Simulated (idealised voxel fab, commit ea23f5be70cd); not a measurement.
voxel wiring stack: a process module
Square cells of 5 nm make up the cross-section cut, whose width is 225 nm.
This document writes a cross-section as a grid whose cells are square, and gives it as bands, listed from the top down; one or more rows of cells form a band. The band entry comprises the height of the band's top followed by the height of its bottom, expressed in nm, and subsequently the band's materials from left to right, each stated together with its width in nm. Where a single material is marked with the word "everywhere", that material fills the band from edge to edge. The word "blank" represents empty space. Counting heights begins at 0, where everything beneath is, in the wafer as received, one material. The lowest band has no bottom; it goes on downwards, as "0..down" shows. A width such as "30..40" changes by the same amount from each row of cells to the next, from the band's top row to its bottom row. Any step labelled "same as before" changed none of the cells in the cross-section. Each empty space that has no open way to the top and spans at least 8 cells appears under "Cavities, closed" as width x height at distance, the distance counted from the left edge, all in nm. Anything after a step's settings on that line? It's the simulator's own note about the step. overlay nm: how far to the right of its planned place the mask lay on this masked step (negative: to the left).

### Planned step list for the process
1 op RECEIVE | material Si
2 op CONFORMAL_DEP | material SiO2 | thk nm 15
3 op DIRECTIONAL_DEP | material TiN | thk nm 5
4 op DIRECTIONAL_DEP | material Ru | thk nm 20
5 op MASKED_ETCH | tone cover | mask id METAL_1 | width nm 20 | pitch nm 40 | etch materials Ru | depth nm 20 | overlay nm 0
6 op MASKED_ETCH | tone cover | mask id METAL_1 | width nm 20 | pitch nm 40 | etch materials TiN | depth nm 5 | overlay nm 0
7 op FILL_DEP | material lowk | thk nm 5
8 op CMP | height nm 40
9 op CONFORMAL_DEP | material SiCN | thk nm 5
10 op DIRECTIONAL_DEP | material SiO2 | thk nm 20
11 op DIRECTIONAL_DEP | material aC | thk nm 10
12 op PATTERN | tone open | mask id PLUG_1 | material resist | width nm 15 | thk nm 25 | overlay nm 0
13 op DIRECTIONAL_ETCH | etch materials aC | depth nm 10
14 op STRIP | etch materials resist
15 op DIRECTIONAL_ETCH | etch materials SiO2 | depth nm 20
16 op DIRECTIONAL_ETCH | etch materials SiCN | depth nm 5
17 op STRIP | etch materials aC
18 op CONFORMAL_DEP | material TiN | thk nm 5
19 op FILL_DEP | material Ru | thk nm 10
20 op CMP | height nm 65
21 op CONFORMAL_DEP | material SiN | thk nm 5
22 op DIRECTIONAL_DEP | material SiO2 | thk nm 20
23 op DIRECTIONAL_DEP | material aC | thk nm 15
24 op PATTERN | tone open | mask id METAL_2 | material resist | width nm 20 | pitch nm 40 | thk nm 30 | overlay nm 0
25 op DIRECTIONAL_ETCH | etch materials aC | depth nm 15
26 op STRIP | etch materials resist
27 op DIRECTIONAL_ETCH | etch materials SiO2 | depth nm 20
28 op DIRECTIONAL_ETCH | etch materials SiN | depth nm 5
29 op STRIP | etch materials aC
30 op CONFORMAL_DEP | material TiN | thk nm 5
31 op FILL_DEP | material Cu | thk nm 5
32 op CMP | height nm 90
33 op EPI | material Ru | thk nm 5
34 op FILL_DEP | material SiCN | thk nm 5
35 op DIRECTIONAL_DEP | material SiO2 | thk nm 30
36 op MASKED_ETCH | tone open | mask id METAL_3_HOLES | width nm 15 | etch materials SiO2 | depth nm 30 | overlay nm 0
37 op MASKED_ETCH | tone open | mask id METAL_3 | width nm 20 | pitch nm 40 | etch materials SiO2 | depth nm 15 | overlay nm 0
38 op MASKED_ETCH | tone open | mask id METAL_3 | width nm 20 | pitch nm 40 | etch materials SiCN | depth nm 5 | overlay nm 0
39 op CONFORMAL_DEP | material TiN | thk nm 5
40 op FILL_DEP | material Cu | thk nm 10
41 op CMP | height nm 130
42 op CONFORMAL_DEP | material SiN | thk nm 5

### Cross-section, incoming material, after step 1
  0..down = Si everywhere
  Cavities, closed: none

### Cross-section: first of two wafers, module finished, run according to plan
  135..130 = SiN everywhere
  130..120 = SiO2=80  TiN=5  Cu=10  TiN=5  SiO2=20  TiN=5  Cu=10  TiN=5  SiO2=85
  120..115 = SiO2=80  TiN=5  Cu=5  TiN=10  SiO2=20  TiN=20  SiO2=85
  115..100 = SiO2=80  TiN=5  Cu=5  TiN=5  SiO2=130
  100..95 = SiCN=80  TiN=15  SiCN=130
  95..90 = SiCN=75  Ru=30  SiCN=10  Ru=30  SiCN=80
  90..70 = SiO2=80  TiN=5  Cu=10  TiN=5  SiO2=20  TiN=5  Cu=10  TiN=5  SiO2=85
  70..65 = SiN=80  TiN=20  SiN=20  TiN=20  SiN=85
  65..45 = SiO2=80  TiN=5  Ru=5  TiN=5  SiO2=130
  45..40 = SiCN=80  TiN=15  SiCN=130
  40..20 = lowk=80  Ru=20  lowk=20  Ru=20  lowk=85
  20..15 = lowk=80  TiN=20  lowk=20  TiN=20  lowk=85
  15..0 = SiO2 everywhere
  0..down = Si everywhere
  Cavities, closed: none

### End-of-module cross-section of the second wafer: identical starting point and process plan to the first, with one processing mistake
  135..130 = SiN everywhere
  130..125 = Cu=70  TiN=15  Cu=10  TiN=30  Cu=10  TiN=15  Cu=75
  125..120 = TiN=75  SiO2=5  TiN=5  Cu=10  TiN=5  SiO2=5  TiN=10  SiO2=5  TiN=5  Cu=10  TiN=5  SiO2=5  TiN=80
  120..115 = SiO2=80  TiN=5  Cu=10  TiN=5  SiO2=20  TiN=5  Cu=10  TiN=5  SiO2=85
  115..110 = SiO2=80  TiN=5  Cu=5  TiN=10  SiO2=20  TiN=20  SiO2=85
  110..100 = SiO2=80  TiN=5  Cu=5  TiN=5  SiO2=130
  100..95 = SiO2=80  TiN=15  SiO2=130
  95..90 = SiO2=75  Ru=30  SiO2=10  Ru=30  SiO2=80
  90..70 = SiO2=80  TiN=5  Cu=10  TiN=5  SiO2=20  TiN=5  Cu=10  TiN=5  SiO2=85
  70..65 = SiN=80  TiN=20  SiN=20  TiN=20  SiN=85
  65..45 = SiO2=80  TiN=5  Ru=5  TiN=5  SiO2=130
  45..40 = SiCN=80  TiN=15  SiCN=130
  40..20 = lowk=80  Ru=20  lowk=20  Ru=20  lowk=85
  20..15 = lowk=80  TiN=20  lowk=20  TiN=20  lowk=85
  15..0 = SiO2 everywhere
  0..down = Si everywhere
  Cavities, closed: none
In executing the process, a mistake was made relative to the plan: plan step 34 was not performed, having been skipped
Bottom line after processing is that, in cells, the second wafer is up or down on some materials versus the first: Cu: 32 more; SiCN: 75 fewer; TiN: 43 more
